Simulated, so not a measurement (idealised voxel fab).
Proc. module: voxel double patterning
The cross-section shown here is cut; it is 175 nm wide and divided into square cells measuring 5 nm on a side.
Throughout this document, each cross-section is represented as a grid of square cells and is presented as a sequence of bands enumerated from the top downward, where a band comprises one or more rows of cells.
Look at the band entry: it leads with the top's height and the bottom's height in nm. Then it lists the materials left to right, with a width in nm for each. The word "edge to edge" on a single material says that material fills the band edge to edge. The word "blank" is empty space.
Ref level 0: as-received wafer is one material below here. Bottom band extends down with no lower bound ("0 -> down").
You'd read "30 to 40" like this: the band's top row of cells is as wide as the first number, its bottom row is as wide as the second, and going down, every row changes width by the same amount as the row before did.
The designation "same as before", where it is given for a processing step, indicates that no cell of the cross-section was altered in the course of that step.
What "Internal closed voids" gives you is every empty space of 8 cells or more that is cut off from the top. Each appears as width x height at distance, with the distance taken from the left edge and width, height and distance all in nm.
Step line, after settings: the simulator's comment on this step.
"overlay nm" answers the question of how far to the right of plan the mask lay on a step that has a mask, and when it is negative the answer is to the left.
# The process steps that were planned are listed below
1. RECEIVE,material Si
2. CONFORMAL_DEP,material SiN,thk nm 10
3. DIRECTIONAL_DEP,material SiO2,thk nm 20
4. DIRECTIONAL_DEP,material SiCN,thk nm 10
5. MASKED_ETCH,tone open,mask id FIRST,width nm 15,pitch nm 50,etch materials SiCN,depth nm 10,overlay nm 0
6. DIRECTIONAL_DEP,material aC,thk nm 15
7. PATTERN,tone open,mask id SECOND,material resist,width nm 15,thk nm 35,overlay nm 0
8. DIRECTIONAL_ETCH,etch materials aC,depth nm 15
9. STRIP,etch materials resist
10. DIRECTIONAL_ETCH,etch materials SiCN,depth nm 10
11. STRIP,etch materials aC
12. DIRECTIONAL_ETCH,etch materials SiO2,depth nm 20
13. STRIP,etch materials SiCN
# So this is the incoming wafer in cross-section - it's already been through step 1
0 -> down | Si edge to edge
Internal closed voids: none
# Final cross-section, module run with one mistake (start and plan as above)
30 -> 10 | blank: 80, SiO2: 15, blank: 80
10 -> 0 | SiN edge to edge
0 -> down | Si edge to edge
Internal closed voids: none
Where did the run depart from the plan? step 7 off recipe, ran as PATTERN,tone cover,mask id SECOND,material resist,width nm 15,thk nm 35,overlay nm 0
